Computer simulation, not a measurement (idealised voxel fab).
Documented hereafter: the process module known as voxel self aligned contacts.
For reference, the cross-section in this document is cut, with width 215 nm and square cells of 5 nm.
Reading order for cross-sections: top band down to bottom band. Underlying form: a grid of square cells. Band size: one or more rows of cells.
First you get the band's top height and its bottom height, in nm, and then the materials it's made of, left to right, with each width in nm. If you see a single material with "edge to edge", that one covers the band edge to edge. "empty" is empty space.
Height datum 0, below which the as-received substrate wafer is one material. Lowest band open at the bottom, running downward: "0 down".
Top row gets the first number, bottom row gets the second, and each row in between changes by the same step: that is how a band width like "30 to 40" works.
No cell of the cross-section changed in a step that is given as "everything unchanged".
If an empty space has no open way to the top and is at least 8 cells in size, "Closed void table" lists it, written width x height at distance, where distance is measured from the left edge and every value is in nm.
Anything after a step's settings on that line? It's the simulator's own note about the step.
Regarding "overlay nm": on a step with a mask, it is the distance the mask lay to the right of its planned place; a negative value places it to the left.

The process steps that were planned are listed below
1. RECEIVE: material Si
2. CONFORMAL_DEP: material SiO2, thk nm 5
3. DIRECTIONAL_DEP: material polySi, thk nm 30
4. DIRECTIONAL_DEP: material SiN, thk nm 25
5. PATTERN: tone cover, mask id GATE, material resist, width nm 30, pitch nm 70, thk nm 15, overlay nm 0
6. DIRECTIONAL_ETCH: etch materials SiN, depth nm 25
7. DIRECTIONAL_ETCH: etch materials polySi, depth nm 30
8. STRIP: etch materials resist
9. CONFORMAL_DEP: material SiN, thk nm 10
10. DIRECTIONAL_ETCH: etch materials SiN, depth nm 10
11. FILL_DEP: material SiO2, thk nm 10
12. CMP: height nm 65
13. DIRECTIONAL_DEP: material aC, thk nm 15
14. PATTERN: tone open, mask id CONTACT, material resist, width nm 50, pitch nm 70, thk nm 35, overlay nm 0
15. DIRECTIONAL_ETCH: etch materials aC, depth nm 15
16. STRIP: etch materials resist
17. DIRECTIONAL_ETCH: etch materials SiO2, depth nm 65
18. STRIP: etch materials aC
19. CONFORMAL_DEP: material TiN, thk nm 5
20. FILL_DEP: material W, thk nm 10
21. CMP: height nm 65
22. CONFORMAL_DEP: material SiN, thk nm 5

Wafer as received: cross-section following step 1
> 0 down  Si edge to edge
> Closed void table: none

First of two wafers at the end of the module, shown in cross-section; run carried out as planned
> 70 to 65  SiN edge to edge
> 65 to 60  SiO2 (45), TiN (20), W (10), TiN (20), SiO2 (20), TiN (20), W (10), TiN (20), SiO2 (50)
> 60 to 35  SiO2 (10), SiN (50), TiN (5), W (10), TiN (5), SiN (50), TiN (5), W (10), TiN (5), SiN (50), SiO2 (15)
> 35 to 5  SiO2 (10), SiN (10), polySi (30), SiN (10), TiN (5), W (10), TiN (5), SiN (10), polySi (30), SiN (10), TiN (5), W (10), TiN (5), SiN (10), polySi (30), SiN (10), SiO2 (15)
> 5 to 0  SiO2 (60), TiN (20), SiO2 (50), TiN (20), SiO2 (65)
> 0 down  Si edge to edge
> Closed void table: none

Second wafer of the two, sectioned at the end of the module. It began like the first and followed the same plan, but one mistake was made while running it
> 70 to 65  SiN edge to edge
> 65 to 60  SiO2 (45), TiN (20), W (10), TiN (20), SiO2 (20), TiN (20), W (10), TiN (20), SiO2 (50)
> 60 to 40  SiO2 (10), SiN (50), TiN (5), W (10), TiN (5), SiN (50), TiN (5), W (10), TiN (5), SiN (50), SiO2 (15)
> 40 to 35  SiO2 (10), SiN (50), TiN (20), SiN (50), TiN (20), SiN (50), SiO2 (15)
> 35 to 5  W edge to edge
> 5 to 0  SiO2 edge to edge
> 0 down  Si edge to edge
> Closed void table: none
Diagnosis: the process deviated at step 3: the operation and settings actually run there were DIRECTIONAL_DEP: material W, thk nm 30
The closing comparison, in cells, has the second wafer with more or fewer of some materials than the first: SiN: 72 fewer | SiO2: 22 fewer | TiN: 28 fewer | W: 230 more | polySi: 108 fewer
